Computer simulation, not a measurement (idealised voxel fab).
voxel transistor to metal: a process module
The cross-section shown here is cut; it is 170 nm wide and divided into square cells measuring 5 nm on a side.
In this document a cross-section is written as a grid of square cells. It is given as a series of bands, listed from the top down, and a band is one or more rows of cells.
What a band's entry tells you: where the top is and where the bottom is, as heights in nm, and after that what lies inside, material by material from left to right, each with its width in nm. Empty space is written as the word "empty", and a single material marked with the word "throughout" occupies the band from edge to edge.
Where do heights start? At 0: under that level the wafer as delivered is made of one material only. And the lowest band has no floor; it just carries on downward, as in "z 0 and below".
It should be noted that a width expressed as "30..40" varies in equal increments from row to row of cells within the band, taking the value of the first number at the top row and that of the second number at the bottom row.
A step reported as "no alterations made" is a step in which no cell of the cross-section changed.
You'll see "Voids, sealed" listing empty spaces that have no way open to the top, as long as they're 8 cells or more; the notation is width x height at distance, where the distance is from the left edge, and all of it is in nm.
On each step's line, the part that comes after the settings is the simulator's own comment on the step.
A step's line can hold "overlay nm"; with a mask on that step, the setting says how far right of the planned place the mask lay, while a negative setting says it lay to the left.
From here on the document is pairs. In a pair, the cross-section before one process step comes with the cross-section after it, and the latter goes no deeper than the lowest band that changed. What lies in between, the step and its settings, is written under the pair. A pair may be from a different run of this module on the same starting wafer than the pair above it, so it continues from that pair only where its entry headed "Status quo ante" says so.
STATUS QUO ANTE
	z 0 and below  Si throughout
	Voids, sealed: none
STEP RESULT
	z 0 to -5  SiO2 throughout
	Heights below -5 show no change.
	Voids, sealed: none
Between the two cross-sections you see above, the step is OXIDIZE,depth nm 5
Status quo ante: Reference is made to the cross-section shown after the step in the pair directly above, which represents the state prior to this step.
STEP RESULT
	z 10 to 0  SiN throughout
	Heights below 0 show no change.
	Voids, sealed: none
Between the two cross-sections you see above, the step is CONFORMAL_DEP,material SiN,thk nm 10
Status quo ante: Reference is made to the cross-section shown after the step in the pair directly above, which represents the state prior to this step.
STEP RESULT
	z 30 to 10  35 nm empty, then 95 nm resist, then 40 nm empty
	Heights below 10 show no change.
	Voids, sealed: none
Between the two cross-sections you see above, the step is PATTERN,tone cover,mask id ACTIVE,material resist,width nm 95,thk nm 20,overlay nm 0
Status quo ante: Reference is made to the cross-section shown after the step in the pair directly above, which represents the state prior to this step.
STEP RESULT
	z 30 to 10  35 nm empty, then 95 nm resist, then 40 nm empty
	z 10 to 0  35 nm empty, then 95 nm SiN, then 40 nm empty
	Heights below 0 show no change.
	Voids, sealed: none
Between the two cross-sections you see above, the step is DIRECTIONAL_ETCH,etch materials SiN,depth nm 10
Status quo ante: Reference is made to the cross-section shown after the step in the pair directly above, which represents the state prior to this step.
STEP RESULT
	z 30 to 10  35 nm empty, then 95 nm resist, then 40 nm empty
	z 10 to 0  35 nm empty, then 95 nm SiN, then 40 nm empty
	z 0 to -5  35 nm empty, then 95 nm SiO2, then 40 nm empty
	Heights below -5 show no change.
	Voids, sealed: none
Between the two cross-sections you see above, the step is DIRECTIONAL_ETCH,etch materials SiO2,depth nm 5
Status quo ante: Reference is made to the cross-section shown after the step in the pair directly above, which represents the state prior to this step.
STEP RESULT
	z 30 to 10  35 nm empty, then 95 nm resist, then 40 nm empty
	z 10 to 0  35 nm empty, then 95 nm SiN, then 40 nm empty
	z 0 to -5  35 nm empty, then 95 nm SiO2, then 40 nm empty
	z -5 to -40  35 nm empty, then 95 nm Si, then 40 nm empty
	Heights below -40 show no change.
	Voids, sealed: none
Between the two cross-sections you see above, the step is DIRECTIONAL_ETCH,etch materials Si,depth nm 35
Status quo ante: Reference is made to the cross-section shown after the step in the pair directly above, which represents the state prior to this step.
STEP RESULT
	z 10 to 0  35 nm empty, then 95 nm SiN, then 40 nm empty
	Heights below 0 show no change.
	Voids, sealed: none
Between the two cross-sections you see above, the step is STRIP,etch materials resist
Status quo ante: Reference is made to the cross-section shown after the step in the pair directly above, which represents the state prior to this step.
STEP RESULT
	z 10 to 0  35 nm empty, then 95 nm SiN, then 40 nm empty
	z 0 to -5  35 nm empty, then 95 nm SiO2, then 40 nm empty
	z -5 to -40  35 nm empty, then 5 nm SiO2, then 85 nm Si, then 5 nm SiO2, then 40 nm empty
	z -40 to -45  40 nm SiO2, then 85 nm Si, then 45 nm SiO2
	Heights below -45 show no change.
	Voids, sealed: none
Between the two cross-sections you see above, the step is OXIDIZE,depth nm 5
Status quo ante: Reference is made to the cross-section shown after the step in the pair directly above, which represents the state prior to this step.
STEP RESULT
	z 25 to 10  SiO2 throughout
	z 10 to 0  35 nm SiO2, then 95 nm SiN, then 40 nm SiO2
	z 0 to -5  SiO2 throughout
	z -5 to -45  40 nm SiO2, then 85 nm Si, then 45 nm SiO2
	Heights below -45 show no change.
	Voids, sealed: none
Between the two cross-sections you see above, the step is FILL_DEP,material SiO2,thk nm 15
Status quo ante: Reference is made to the cross-section shown after the step in the pair directly above, which represents the state prior to this step.
STEP RESULT
	z 10 to 0  35 nm SiO2, then 95 nm SiN, then 40 nm SiO2
	Heights below 0 show no change.
	Voids, sealed: none
Between the two cross-sections you see above, the step is CMP,height nm 10
Status quo ante: Reference is made to the cross-section shown after the step in the pair directly above, which represents the state prior to this step.
STEP RESULT
	z 10 to 0  35 nm empty, then 95 nm SiN, then 40 nm empty
	Heights below 0 show no change.
	Voids, sealed: none
Between the two cross-sections you see above, the step is SELECTIVE_ETCH,etch materials SiO2,depth nm 10
Status quo ante: Reference is made to the cross-section shown after the step in the pair directly above, which represents the state prior to this step.
STEP RESULT
	z 0 to -5  SiO2 throughout
	Heights below -5 show no change.
	Voids, sealed: none
Between the two cross-sections you see above, the step is STRIP,etch materials SiN
Status quo ante: Reference is made to the cross-section shown after the step in the pair directly above, which represents the state prior to this step.
STEP RESULT
	z -5 to -45  40 nm SiO2, then 85 nm Si, then 45 nm SiO2
	Heights below -45 show no change.
	Voids, sealed: none
Between the two cross-sections you see above, the step is SELECTIVE_ETCH,etch materials SiO2,depth nm 5
Status quo ante: Reference is made to the cross-section shown after the step in the pair directly above, which represents the state prior to this step.
STEP RESULT
	z -5 to -10  SiO2 throughout
	Heights below -10 show no change.
	Voids, sealed: none
Between the two cross-sections you see above, the step is OXIDIZE,depth nm 5
Status quo ante: Reference is made to the cross-section shown after the step in the pair directly above, which represents the state prior to this step.
STEP RESULT
	z 20 to -5  polySi throughout
	Heights below -5 show no change.
	Voids, sealed: none
Between the two cross-sections you see above, the step is DIRECTIONAL_DEP,material polySi,thk nm 25
Status quo ante: Reference is made to the cross-section shown after the step in the pair directly above, which represents the state prior to this step.
STEP RESULT
	z 30 to 20  SiCN throughout
	Heights below 20 show no change.
	Voids, sealed: none
Between the two cross-sections you see above, the step is DIRECTIONAL_DEP,material SiCN,thk nm 10
Status quo ante: Reference is made to the cross-section shown after the step in the pair directly above, which represents the state prior to this step.
STEP RESULT
	z 30 to 20  70 nm empty, then 25 nm SiCN, then 75 nm empty
	Heights below 20 show no change.
	Voids, sealed: none
Between the two cross-sections you see above, the step is MASKED_ETCH,tone cover,mask id GATE,width nm 25,etch materials SiCN,depth nm 20,overlay nm 0
Status quo ante: Reference is made to the cross-section shown after the step in the pair directly above, which represents the state prior to this step.
STEP RESULT
	z 30 to 20  70 nm empty, then 25 nm SiCN, then 75 nm empty
	z 20 to -5  70 nm empty, then 25 nm polySi, then 75 nm empty
	Heights below -5 show no change.
	Voids, sealed: none
Between the two cross-sections you see above, the step is MASKED_ETCH,tone cover,mask id GATE,width nm 25,etch materials polySi,depth nm 35,overlay nm 0
Status quo ante: Reference is made to the cross-section shown after the step in the pair directly above, which represents the state prior to this step.
STEP RESULT
	z 35 to 30  65 nm empty, then 35 nm SiO2, then 70 nm empty
	z 30 to 20  65 nm empty, then 5 nm SiO2, then 25 nm SiCN, then 5 nm SiO2, then 70 nm empty
	z 20 to 0  65 nm empty, then 5 nm SiO2, then 25 nm polySi, then 5 nm SiO2, then 70 nm empty
	z 0 to -5  70 nm SiO2, then 25 nm polySi, then 75 nm SiO2
	Heights below -5 show no change.
	Voids, sealed: none
Between the two cross-sections you see above, the step is CONFORMAL_DEP,material SiO2,thk nm 5
Status quo ante: Reference is made to the cross-section shown after the step in the pair directly above, which represents the state prior to this step.
STEP RESULT
	z 30 to 20  65 nm empty, then 5 nm SiO2, then 25 nm SiCN, then 5 nm SiO2, then 70 nm empty
	z 20 to -5  65 nm empty, then 5 nm SiO2, then 25 nm polySi, then 5 nm SiO2, then 70 nm empty
	Heights below -5 show no change.
	Voids, sealed: none
Between the two cross-sections you see above, the step is DIRECTIONAL_ETCH,etch materials SiO2,depth nm 5
Status quo ante: Reference is made to the cross-section shown after the step in the pair directly above, which represents the state prior to this step.
STEP RESULT
	z 40 to 30  55 nm empty, then 55 nm SiN, then 60 nm empty
	z 30 to 20  55 nm empty, then 10 nm SiN, then 5 nm SiO2, then 25 nm SiCN, then 5 nm SiO2, then 10 nm SiN, then 60 nm empty
	z 20 to 5  55 nm empty, then 10 nm SiN, then 5 nm SiO2, then 25 nm polySi, then 5 nm SiO2, then 10 nm SiN, then 60 nm empty
	z 5 to -5  65 nm SiN, then 5 nm SiO2, then 25 nm polySi, then 5 nm SiO2, then 70 nm SiN
	Heights below -5 show no change.
	Voids, sealed: none
Between the two cross-sections you see above, the step is CONFORMAL_DEP,material SiN,thk nm 10
Status quo ante: Reference is made to the cross-section shown after the step in the pair directly above, which represents the state prior to this step.
STEP RESULT
	z 30 to 20  55 nm empty, then 10 nm SiN, then 5 nm SiO2, then 25 nm SiCN, then 5 nm SiO2, then 10 nm SiN, then 60 nm empty
	z 20 to -5  55 nm empty, then 10 nm SiN, then 5 nm SiO2, then 25 nm polySi, then 5 nm SiO2, then 10 nm SiN, then 60 nm empty
	Heights below -5 show no change.
	Voids, sealed: none
Between the two cross-sections you see above, the step is DIRECTIONAL_ETCH,etch materials SiN,depth nm 10
Status quo ante: Reference is made to the cross-section shown after the step in the pair directly above, which represents the state prior to this step.
STEP RESULT
	z 30 to 25  55 nm empty, then 10 nm SiN, then 5 nm empty, then 25 nm SiCN, then 5 nm empty, then 10 nm SiN, then 60 nm empty
	z 25 to 20  55 nm empty, then 10 nm SiN, then 5 nm SiO2, then 25 nm SiCN, then 5 nm SiO2, then 10 nm SiN, then 60 nm empty
	z 20 to -5  55 nm empty, then 10 nm SiN, then 5 nm SiO2, then 25 nm polySi, then 5 nm SiO2, then 10 nm SiN, then 60 nm empty
	z -5 to -10  55 nm empty, then 55 nm SiO2, then 60 nm empty
	Heights below -10 show no change.
	Voids, sealed: none
Between the two cross-sections you see above, the step is DIRECTIONAL_ETCH,etch materials SiO2,depth nm 5
Status quo ante: Reference is made to the cross-section shown after the step in the pair directly above, which represents the state prior to this step.
STEP RESULT
	z 30 to 25  55 nm empty, then 10 nm SiN, then 5 nm empty, then 25 nm SiCN, then 5 nm empty, then 10 nm SiN, then 60 nm empty
	z 25 to 20  55 nm empty, then 10 nm SiN, then 5 nm SiO2, then 25 nm SiCN, then 5 nm SiO2, then 10 nm SiN, then 60 nm empty
	z 20 to -5  55 nm empty, then 10 nm SiN, then 5 nm SiO2, then 25 nm polySi, then 5 nm SiO2, then 10 nm SiN, then 60 nm empty
	z -5 to -10  35 nm empty, then 20 nm pSi, then 55 nm SiO2, then 20 nm pSi, then 40 nm empty
	Heights below -10 show no change.
	Voids, sealed: none
Between the two cross-sections you see above, the step is EPI,material pSi,thk nm 5
Status quo ante: Reference is made to the cross-section shown after the step in the pair directly above, which represents the state prior to this step.
STEP RESULT
	z 40 to 30  SiO2 throughout
	z 30 to 20  55 nm SiO2, then 10 nm SiN, then 5 nm SiO2, then 25 nm SiCN, then 5 nm SiO2, then 10 nm SiN, then 60 nm SiO2
	z 20 to -5  55 nm SiO2, then 10 nm SiN, then 5 nm SiO2, then 25 nm polySi, then 5 nm SiO2, then 10 nm SiN, then 60 nm SiO2
	z -5 to -10  35 nm SiO2, then 20 nm pSi, then 55 nm SiO2, then 20 nm pSi, then 40 nm SiO2
	Heights below -10 show no change.
	Voids, sealed: none
Between the two cross-sections you see above, the step is FILL_DEP,material SiO2,thk nm 10
Status quo ante: Reference is made to the cross-section shown after the step in the pair directly above, which represents the state prior to this step.
STEP RESULT
	z 20 to -5  55 nm SiO2, then 10 nm SiN, then 5 nm SiO2, then 25 nm polySi, then 5 nm SiO2, then 10 nm SiN, then 60 nm SiO2
	Heights below -5 show no change.
	Voids, sealed: none
Between the two cross-sections you see above, the step is CMP,height nm 20
Status quo ante: Reference is made to the cross-section shown after the step in the pair directly above, which represents the state prior to this step.
STEP RESULT
	z 20 to -5  55 nm SiO2, then 10 nm SiN, then 5 nm SiO2, then 25 nm empty, then 5 nm SiO2, then 10 nm SiN, then 60 nm SiO2
	Heights below -5 show no change.
	Voids, sealed: none
Between the two cross-sections you see above, the step is STRIP,etch materials polySi
Status quo ante: Reference is made to the cross-section shown after the step in the pair directly above, which represents the state prior to this step.
STEP RESULT
	z 20 to 15  55 nm empty, then 10 nm SiN, then 35 nm empty, then 10 nm SiN, then 60 nm empty
	z 15 to -5  55 nm SiO2, then 10 nm SiN, then 35 nm empty, then 10 nm SiN, then 60 nm SiO2
	z -5 to -10  35 nm SiO2, then 20 nm pSi, then 10 nm SiO2, then 35 nm empty, then 10 nm SiO2, then 20 nm pSi, then 40 nm SiO2
	Heights below -10 show no change.
	Voids, sealed: none
Between the two cross-sections you see above, the step is SELECTIVE_ETCH,etch materials SiO2,depth nm 5
Status quo ante: Reference is made to the cross-section shown after the step in the pair directly above, which represents the state prior to this step.
STEP RESULT
	z 25 to 20  50 nm empty, then 20 nm HfO2, then 25 nm empty, then 20 nm HfO2, then 55 nm empty
	z 20 to 15  55 nm HfO2, then 10 nm SiN, then 5 nm HfO2, then 25 nm empty, then 5 nm HfO2, then 10 nm SiN, then 60 nm HfO2
	z 15 to -5  55 nm SiO2, then 10 nm SiN, then 5 nm HfO2, then 25 nm empty, then 5 nm HfO2, then 10 nm SiN, then 60 nm SiO2
	z -5 to -10  35 nm SiO2, then 20 nm pSi, then 10 nm SiO2, then 35 nm HfO2, then 10 nm SiO2, then 20 nm pSi, then 40 nm SiO2
	Heights below -10 show no change.
	Voids, sealed: none
Between the two cross-sections you see above, the step is CONFORMAL_DEP,material HfO2,thk nm 5
Status quo ante: Reference is made to the cross-section shown after the step in the pair directly above, which represents the state prior to this step.
STEP RESULT
	z 30 to 25  45 nm empty, then 30 nm TiN, then 15 nm empty, then 30 nm TiN, then 50 nm empty
	z 25 to 20  50 nm TiN, then 20 nm HfO2, then 5 nm TiN, then 15 nm empty, then 5 nm TiN, then 20 nm HfO2, then 55 nm TiN
	z 20 to 15  55 nm HfO2, then 10 nm SiN, then 5 nm HfO2, then 5 nm TiN, then 15 nm empty, then 5 nm TiN, then 5 nm HfO2, then 10 nm SiN, then 60 nm HfO2
	z 15 to 0  55 nm SiO2, then 10 nm SiN, then 5 nm HfO2, then 5 nm TiN, then 15 nm empty, then 5 nm TiN, then 5 nm HfO2, then 10 nm SiN, then 60 nm SiO2
	z 0 to -5  55 nm SiO2, then 10 nm SiN, then 5 nm HfO2, then 25 nm TiN, then 5 nm HfO2, then 10 nm SiN, then 60 nm SiO2
	Heights below -5 show no change.
	Voids, sealed: none
Between the two cross-sections you see above, the step is CONFORMAL_DEP,material TiN,thk nm 5
Status quo ante: Reference is made to the cross-section shown after the step in the pair directly above, which represents the state prior to this step.
STEP RESULT
	z 40 to 30  W throughout
	z 30 to 25  45 nm W, then 30 nm TiN, then 15 nm W, then 30 nm TiN, then 50 nm W
	z 25 to 20  50 nm TiN, then 20 nm HfO2, then 5 nm TiN, then 15 nm W, then 5 nm TiN, then 20 nm HfO2, then 55 nm TiN
	z 20 to 15  55 nm HfO2, then 10 nm SiN, then 5 nm HfO2, then 5 nm TiN, then 15 nm W, then 5 nm TiN, then 5 nm HfO2, then 10 nm SiN, then 60 nm HfO2
	z 15 to 0  55 nm SiO2, then 10 nm SiN, then 5 nm HfO2, then 5 nm TiN, then 15 nm W, then 5 nm TiN, then 5 nm HfO2, then 10 nm SiN, then 60 nm SiO2
	Heights below 0 show no change.
	Voids, sealed: none
Between the two cross-sections you see above, the step is FILL_DEP,material W,thk nm 10
Status quo ante: Reference is made to the cross-section shown after the step in the pair directly above, which represents the state prior to this step.
STEP RESULT
	z 15 to 0  55 nm SiO2, then 10 nm SiN, then 5 nm HfO2, then 5 nm TiN, then 15 nm W, then 5 nm TiN, then 5 nm HfO2, then 10 nm SiN, then 60 nm SiO2
	Heights below 0 show no change.
	Voids, sealed: none
Between the two cross-sections you see above, the step is CMP,height nm 15
Status quo ante: Reference is made to the cross-section shown after the step in the pair directly above, which represents the state prior to this step.
STEP RESULT
	z 30 to 15  SiO2 throughout
	Heights below 15 show no change.
	Voids, sealed: none
Between the two cross-sections you see above, the step is DIRECTIONAL_DEP,material SiO2,thk nm 15
Status quo ante: Reference is made to the cross-section shown after the step in the pair directly above, which represents the state prior to this step.
STEP RESULT
	z 30 to 15  40 nm SiO2, then 15 nm empty, then 55 nm SiO2, then 15 nm empty, then 45 nm SiO2
	z 15 to 0  40 nm SiO2, then 15 nm empty, then 10 nm SiN, then 5 nm HfO2, then 5 nm TiN, then 15 nm W, then 5 nm TiN, then 5 nm HfO2, then 10 nm SiN, then 15 nm empty, then 45 nm SiO2
	z 0 to -5  40 nm SiO2, then 15 nm empty, then 10 nm SiN, then 5 nm HfO2, then 25 nm TiN, then 5 nm HfO2, then 10 nm SiN, then 15 nm empty, then 45 nm SiO2
	Heights below -5 show no change.
	Voids, sealed: none
Between the two cross-sections you see above, the step is MASKED_ETCH,tone open,mask id CONTACT,width nm 15,pitch nm 70,etch materials SiO2,depth nm 35,overlay nm 0
Status quo ante: Reference is made to the cross-section shown after the step in the pair directly above, which represents the state prior to this step.
STEP RESULT
	z 35 to 30  45 nm TiN, then 5 nm empty, then 65 nm TiN, then 5 nm empty, then 50 nm TiN
	z 30 to 15  40 nm SiO2, then 5 nm TiN, then 5 nm empty, then 5 nm TiN, then 55 nm SiO2, then 5 nm TiN, then 5 nm empty, then 5 nm TiN, then 45 nm SiO2
	z 15 to 0  40 nm SiO2, then 5 nm TiN, then 5 nm empty, then 5 nm TiN, then 10 nm SiN, then 5 nm HfO2, then 5 nm TiN, then 15 nm W, then 5 nm TiN, then 5 nm HfO2, then 10 nm SiN, then 5 nm TiN, then 5 nm empty, then 5 nm TiN, then 45 nm SiO2
	z 0 to -5  40 nm SiO2, then 15 nm TiN, then 10 nm SiN, then 5 nm HfO2, then 25 nm TiN, then 5 nm HfO2, then 10 nm SiN, then 15 nm TiN, then 45 nm SiO2
	Heights below -5 show no change.
	Voids, sealed: none
Between the two cross-sections you see above, the step is CONFORMAL_DEP,material TiN,thk nm 5
Status quo ante: Reference is made to the cross-section shown after the step in the pair directly above, which represents the state prior to this step.
STEP RESULT
	z 45 to 35  W throughout
	z 35 to 30  45 nm TiN, then 5 nm W, then 65 nm TiN, then 5 nm W, then 50 nm TiN
	z 30 to 15  40 nm SiO2, then 5 nm TiN, then 5 nm W, then 5 nm TiN, then 55 nm SiO2, then 5 nm TiN, then 5 nm W, then 5 nm TiN, then 45 nm SiO2
	z 15 to 0  40 nm SiO2, then 5 nm TiN, then 5 nm W, then 5 nm TiN, then 10 nm SiN, then 5 nm HfO2, then 5 nm TiN, then 15 nm W, then 5 nm TiN, then 5 nm HfO2, then 10 nm SiN, then 5 nm TiN, then 5 nm W, then 5 nm TiN, then 45 nm SiO2
	Heights below 0 show no change.
	Voids, sealed: none
Between the two cross-sections you see above, the step is FILL_DEP,material W,thk nm 10
Status quo ante: Reference is made to the cross-section shown after the step in the pair directly above, which represents the state prior to this step.
STEP RESULT
	z 30 to 15  40 nm SiO2, then 5 nm TiN, then 5 nm W, then 5 nm TiN, then 55 nm SiO2, then 5 nm TiN, then 5 nm W, then 5 nm TiN, then 45 nm SiO2
	Heights below 15 show no change.
	Voids, sealed: none
Between the two cross-sections you see above, the step is CMP,height nm 30
Status quo ante: Reference is made to the cross-section shown after the step in the pair directly above, which represents the state prior to this step.
STEP RESULT
	z 35 to 30  SiN throughout
	Heights below 30 show no change.
	Voids, sealed: none
Between the two cross-sections you see above, the step is CONFORMAL_DEP,material SiN,thk nm 5
Status quo ante: Reference is made to the cross-section shown after the step in the pair directly above, which represents the state prior to this step.
STEP RESULT
	z 55 to 35  lowk throughout
	Heights below 35 show no change.
	Voids, sealed: none
Between the two cross-sections you see above, the step is DIRECTIONAL_DEP,material lowk,thk nm 20
Status quo ante: Reference is made to the cross-section shown after the step in the pair directly above, which represents the state prior to this step.
STEP RESULT
	z 55 to 35  40 nm lowk, then 15 nm empty, then 55 nm lowk, then 15 nm empty, then 45 nm lowk
	Heights below 35 show no change.
	Voids, sealed: none
Between the two cross-sections you see above, the step is MASKED_ETCH,tone open,mask id METAL_1,width nm 15,pitch nm 70,etch materials lowk,depth nm 20,overlay nm 0
Status quo ante: Reference is made to the cross-section shown after the step in the pair directly above, which represents the state prior to this step.
STEP RESULT
	z 55 to 35  40 nm lowk, then 15 nm empty, then 55 nm lowk, then 15 nm empty, then 45 nm lowk
	z 35 to 30  40 nm SiN, then 15 nm empty, then 55 nm SiN, then 15 nm empty, then 45 nm SiN
	Heights below 30 show no change.
	Voids, sealed: none
Between the two cross-sections you see above, the step is MASKED_ETCH,tone open,mask id METAL_1,width nm 15,pitch nm 70,etch materials SiN,depth nm 5,overlay nm 0
Status quo ante: Reference is made to the cross-section shown after the step in the pair directly above, which represents the state prior to this step.
STEP RESULT
	z 60 to 55  45 nm TiN, then 5 nm empty, then 65 nm TiN, then 5 nm empty, then 50 nm TiN
	z 55 to 35  40 nm lowk, then 5 nm TiN, then 5 nm empty, then 5 nm TiN, then 55 nm lowk, then 5 nm TiN, then 5 nm empty, then 5 nm TiN, then 45 nm lowk
	z 35 to 30  40 nm SiN, then 15 nm TiN, then 55 nm SiN, then 15 nm TiN, then 45 nm SiN
	Heights below 30 show no change.
	Voids, sealed: none
Between the two cross-sections you see above, the step is CONFORMAL_DEP,material TiN,thk nm 5
Status quo ante: Reference is made to the cross-section shown after the step in the pair directly above, which represents the state prior to this step.
STEP RESULT
	z 65 to 60  W throughout
	z 60 to 55  45 nm TiN, then 5 nm W, then 65 nm TiN, then 5 nm W, then 50 nm TiN
	z 55 to 35  40 nm lowk, then 5 nm TiN, then 5 nm W, then 5 nm TiN, then 55 nm lowk, then 5 nm TiN, then 5 nm W, then 5 nm TiN, then 45 nm lowk
	Heights below 35 show no change.
	Voids, sealed: none
Between the two cross-sections you see above, the step is FILL_DEP,material W,thk nm 5
Status quo ante: Reference is made to the cross-section shown after the step in the pair directly above, which represents the state prior to this step.
STEP RESULT
	z 55 to 35  40 nm lowk, then 5 nm TiN, then 5 nm W, then 5 nm TiN, then 55 nm lowk, then 5 nm TiN, then 5 nm W, then 5 nm TiN, then 45 nm lowk
	Heights below 35 show no change.
	Voids, sealed: none
Between the two cross-sections you see above, the step is CMP,height nm 55
Status quo ante: Reference is made to the cross-section shown after the step in the pair directly above, which represents the state prior to this step.
STEP RESULT
	z 60 to 55  35 nm empty, then 25 nm Ru, then 45 nm empty, then 25 nm Ru, then 40 nm empty
	Heights below 55 show no change.
	Voids, sealed: none
Between the two cross-sections you see above, the step is EPI,material Ru,thk nm 5
Status quo ante: Reference is made to the cross-section shown after the step in the pair directly above, which represents the state prior to this step.
STEP RESULT
	z 65 to 60  SiCN throughout
	z 60 to 55  35 nm SiCN, then 25 nm Ru, then 45 nm SiCN, then 25 nm Ru, then 40 nm SiCN
	Heights below 55 show no change.
	Voids, sealed: none
Between the two cross-sections you see above, the step is FILL_DEP,material SiCN,thk nm 5
STATUS QUO ANTE
	z 30 to 20  70 nm empty, then 25 nm SiCN, then 75 nm empty
	z 20 to -5  70 nm empty, then 25 nm polySi, then 75 nm empty
	z -5 to -10  SiO2 throughout
	z -10 to -45  40 nm SiO2, then 85 nm Si, then 45 nm SiO2
	z -45 and below  Si throughout
	Voids, sealed: none
STEP RESULT
	z 30 to 20  70 nm empty, then 25 nm SiCN, then 75 nm empty
	z 20 to -5  70 nm empty, then 25 nm polySi, then 75 nm empty
	z -5 to -10  70 nm empty, then 25 nm SiO2, then 75 nm empty
	Heights below -10 show no change.
	Voids, sealed: none
Between the two cross-sections you see above, the step is DIRECTIONAL_ETCH,etch materials SiO2,depth nm 5
Status quo ante: Reference is made to the cross-section shown after the step in the pair directly above, which represents the state prior to this step.
STEP RESULT
	z 40 to 30  60 nm empty, then 45 nm SiN, then 65 nm empty
	z 30 to 20  60 nm empty, then 10 nm SiN, then 25 nm SiCN, then 10 nm SiN, then 65 nm empty
	z 20 to 0  60 nm empty, then 10 nm SiN, then 25 nm polySi, then 10 nm SiN, then 65 nm empty
	z 0 to -5  70 nm SiN, then 25 nm polySi, then 75 nm SiN
	z -5 to -10  70 nm SiN, then 25 nm SiO2, then 75 nm SiN
	Heights below -10 show no change.
	Voids, sealed: none
Between the two cross-sections you see above, the step is CONFORMAL_DEP,material SiN,thk nm 10
Status quo ante: Reference is made to the cross-section shown after the step in the pair directly above, which represents the state prior to this step.
STEP RESULT
	z 30 to 20  60 nm empty, then 10 nm SiN, then 25 nm SiCN, then 10 nm SiN, then 65 nm empty
	z 20 to -5  60 nm empty, then 10 nm SiN, then 25 nm polySi, then 10 nm SiN, then 65 nm empty
	z -5 to -10  60 nm empty, then 10 nm SiN, then 25 nm SiO2, then 10 nm SiN, then 65 nm empty
	Heights below -10 show no change.
	Voids, sealed: none
Between the two cross-sections you see above, the step is DIRECTIONAL_ETCH,etch materials SiN,depth nm 10
Status quo ante: Reference is made to the cross-section shown after the step in the pair directly above, which represents the state prior to this step.
STEP RESULT
	z 30 to 20  60 nm empty, then 10 nm SiN, then 25 nm SiCN, then 10 nm SiN, then 65 nm empty
	z 20 to -5  60 nm empty, then 10 nm SiN, then 25 nm polySi, then 10 nm SiN, then 65 nm empty
	z -5 to -10  60 nm empty, then 10 nm SiN, then 25 nm SiO2, then 10 nm SiN, then 65 nm empty
	z -10 to -15  40 nm empty, then 85 nm Si, then 45 nm empty
	Heights below -15 show no change.
	Voids, sealed: none
Between the two cross-sections you see above, the step is DIRECTIONAL_ETCH,etch materials SiO2,depth nm 5
Status quo ante: Reference is made to the cross-section shown after the step in the pair directly above, which represents the state prior to this step.
STEP RESULT
	z 30 to 20  60 nm empty, then 10 nm SiN, then 25 nm SiCN, then 10 nm SiN, then 65 nm empty
	z 20 to -5  60 nm empty, then 10 nm SiN, then 25 nm polySi, then 10 nm SiN, then 65 nm empty
	z -5 to -10  35 nm empty, then 25 nm pSi, then 10 nm SiN, then 25 nm SiO2, then 10 nm SiN, then 25 nm pSi, then 40 nm empty
	z -10 to -15  35 nm empty, then 5 nm pSi, then 85 nm Si, then 5 nm pSi, then 40 nm empty
	Heights below -15 show no change.
	Voids, sealed: none
Between the two cross-sections you see above, the step is EPI,material pSi,thk nm 5
Status quo ante: Reference is made to the cross-section shown after the step in the pair directly above, which represents the state prior to this step.
STEP RESULT
	z 40 to 30  SiO2 throughout
	z 30 to 20  60 nm SiO2, then 10 nm SiN, then 25 nm SiCN, then 10 nm SiN, then 65 nm SiO2
	z 20 to -5  60 nm SiO2, then 10 nm SiN, then 25 nm polySi, then 10 nm SiN, then 65 nm SiO2
	z -5 to -10  35 nm SiO2, then 25 nm pSi, then 10 nm SiN, then 25 nm SiO2, then 10 nm SiN, then 25 nm pSi, then 40 nm SiO2
	z -10 to -15  35 nm SiO2, then 5 nm pSi, then 85 nm Si, then 5 nm pSi, then 40 nm SiO2
	Heights below -15 show no change.
	Voids, sealed: none
Between the two cross-sections you see above, the step is FILL_DEP,material SiO2,thk nm 10
Status quo ante: Reference is made to the cross-section shown after the step in the pair directly above, which represents the state prior to this step.
STEP RESULT
	z 20 to -5  60 nm SiO2, then 10 nm SiN, then 25 nm polySi, then 10 nm SiN, then 65 nm SiO2
	Heights below -5 show no change.
	Voids, sealed: none
Between the two cross-sections you see above, the step is CMP,height nm 20
Status quo ante: Reference is made to the cross-section shown after the step in the pair directly above, which represents the state prior to this step.
STEP RESULT
	z 20 to -5  60 nm SiO2, then 10 nm SiN, then 25 nm empty, then 10 nm SiN, then 65 nm SiO2
	Heights below -5 show no change.
	Voids, sealed: none
Between the two cross-sections you see above, the step is STRIP,etch materials polySi
Status quo ante: Reference is made to the cross-section shown after the step in the pair directly above, which represents the state prior to this step.
STEP RESULT
	z 20 to 15  60 nm empty, then 10 nm SiN, then 25 nm empty, then 10 nm SiN, then 65 nm empty
	z 15 to -5  60 nm SiO2, then 10 nm SiN, then 25 nm empty, then 10 nm SiN, then 65 nm SiO2
	z -5 to -10  35 nm SiO2, then 25 nm pSi, then 10 nm SiN, then 25 nm empty, then 10 nm SiN, then 25 nm pSi, then 40 nm SiO2
	Heights below -10 show no change.
	Voids, sealed: none
Between the two cross-sections you see above, the step is SELECTIVE_ETCH,etch materials SiO2,depth nm 5
Status quo ante: Reference is made to the cross-section shown after the step in the pair directly above, which represents the state prior to this step.
STEP RESULT
	z 25 to 20  55 nm empty, then 20 nm HfO2, then 15 nm empty, then 20 nm HfO2, then 60 nm empty
	z 20 to 15  60 nm HfO2, then 10 nm SiN, then 5 nm HfO2, then 15 nm empty, then 5 nm HfO2, then 10 nm SiN, then 65 nm HfO2
	z 15 to -5  60 nm SiO2, then 10 nm SiN, then 5 nm HfO2, then 15 nm empty, then 5 nm HfO2, then 10 nm SiN, then 65 nm SiO2
	z -5 to -10  35 nm SiO2, then 25 nm pSi, then 10 nm SiN, then 25 nm HfO2, then 10 nm SiN, then 25 nm pSi, then 40 nm SiO2
	Heights below -10 show no change.
	Voids, sealed: none
Between the two cross-sections you see above, the step is CONFORMAL_DEP,material HfO2,thk nm 5
